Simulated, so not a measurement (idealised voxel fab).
process module | voxel gate over fins
cross-section cut | 240 nm wide | cells 5 nm
A cross-section is a grid of square cells, given in bands from the top down. A band is one or more rows of cells.
Each band's line starts with the height of the band's top and of its bottom, in nm. Then come its materials from left to right, each with its width in nm. One material with "throughout" fills the band from edge to edge. "air" is empty space.
Height 0 is the level under which the wafer as received is all one material. The lowest band goes on downwards, as in "0 down".
A width such as "30 to 40" changes by the same amount from each row of cells to the next, from the band's top row to its bottom row.
"no change" after a step means that no cell of the cross-section changed.
closed voids: empty space of 8 cells or more with no open way to the top, each as width x height at its distance from the left edge, in nm
after a step's settings: what the simulator itself notes on the step
overlay nm, on a step with a mask: how far to the right of its planned place the mask lay; to the left if negative
plan
1 op RECEIVE | material Si
2 op CONFORMAL_DEP | material SiN | thk nm 5
3 op PATTERN | tone cover | mask id FINS | material resist | width nm 15 | pitch nm 50 | thk nm 15 | overlay nm 0
4 op DIRECTIONAL_ETCH | etch materials SiN | depth nm 5
5 op DIRECTIONAL_ETCH | etch materials Si | depth nm 30
6 op STRIP | etch materials resist
7 op OXIDIZE | depth nm 5
8 op FILL_DEP | material SiO2 | thk nm 5
9 op CMP | height nm 5
10 op MASKED_ETCH | tone open | mask id RAIL | width nm 15 | etch materials SiO2 | depth nm 30 | overlay nm 0
11 op CONFORMAL_DEP | material TiN | thk nm 5
12 op FILL_DEP | material W | thk nm 10
13 op CMP | height nm 5
14 op SELECTIVE_ETCH | etch materials W Ru TiN | depth nm 20
15 op FILL_DEP | material SiO2 | thk nm 5
16 op CMP | height nm 5
17 op SELECTIVE_ETCH | etch materials SiO2 | depth nm 15
18 op STRIP | etch materials SiN
19 op CONFORMAL_DEP | material HfO2 | thk nm 5
20 op CONFORMAL_DEP | material TiN | thk nm 5
21 op FILL_DEP | material W | thk nm 15
22 op CMP | height nm 20
23 op CONFORMAL_DEP | material SiN | thk nm 5
varied across the wafers: thk nm of step 19. The plan shows the first wafer's value. All wafers start alike
first wafer as received, after step 1
  0 down: Si throughout
  closed voids: none
first wafer at the end, after step 23
  25 to 20: SiN throughout
  20 to 10: W throughout
  10 to 5: W 80 | TiN 25 | W 25 | TiN 25 | W 85
  5 to 0: W 80 | TiN 5 | HfO2 15 | TiN 5 | W 25 | TiN 5 | HfO2 15 | TiN 5 | W 85
  0 to -5: TiN 85 | HfO2 5 | Si 5 | HfO2 5 | TiN 35 | HfO2 5 | Si 5 | HfO2 5 | TiN 90
  -5 to -10: HfO2 90 | Si 5 | HfO2 45 | Si 5 | HfO2 95
  -10 to -15: SiO2 90 | Si 5 | SiO2 45 | Si 5 | SiO2 95
  -15 to -20: SiO2 90 | Si 5 | SiO2 15 | TiN 5 | W 5 | TiN 5 | SiO2 15 | Si 5 | SiO2 95
  -20 to -25: SiO2 90 | Si 5 | SiO2 15 | TiN 15 | SiO2 15 | Si 5 | SiO2 95
  -25 to -35: SiO2 90 | Si 5 | SiO2 45 | Si 5 | SiO2 95
  -35 down: Si throughout
  closed voids: none
last wafer at the end
  25 to 20: SiN throughout
  20 to 15: W 65 | TiN 5 | HfO2 45 | TiN 5 | HfO2 45 | TiN 5 | W 70
  15 to 10: TiN 70 | HfO2 45 | TiN 5 | HfO2 45 | TiN 75
  10 to 0: HfO2 throughout
  0 to -10: HfO2 90 | Si 5 | HfO2 45 | Si 5 | HfO2 95
  -10 to -15: SiO2 90 | Si 5 | SiO2 45 | Si 5 | SiO2 95
  -15 to -20: SiO2 90 | Si 5 | SiO2 15 | TiN 5 | W 5 | TiN 5 | SiO2 15 | Si 5 | SiO2 95
  -20 to -25: SiO2 90 | Si 5 | SiO2 15 | TiN 15 | SiO2 15 | Si 5 | SiO2 95
  -25 to -35: SiO2 90 | Si 5 | SiO2 45 | Si 5 | SiO2 95
  -35 down: Si throughout
  closed voids: none
each wafer at the end: cells of each material gained (+) or lost (-) since it was received, then its closed voids
thk nm 5 | +56 HfO2 | -322 Si | +48 SiN | +224 SiO2 | +61 TiN | +173 W | closed voids: none
thk nm 10 | +112 HfO2 | -322 Si | +48 SiN | +224 SiO2 | +61 TiN | +117 W | closed voids: none
thk nm 15 | +168 HfO2 | -322 Si | +48 SiN | +224 SiO2 | +61 TiN | +61 W | closed voids: none
thk nm 20 | +224 HfO2 | -322 Si | +48 SiN | +224 SiO2 | +38 TiN | +28 W | closed voids: none
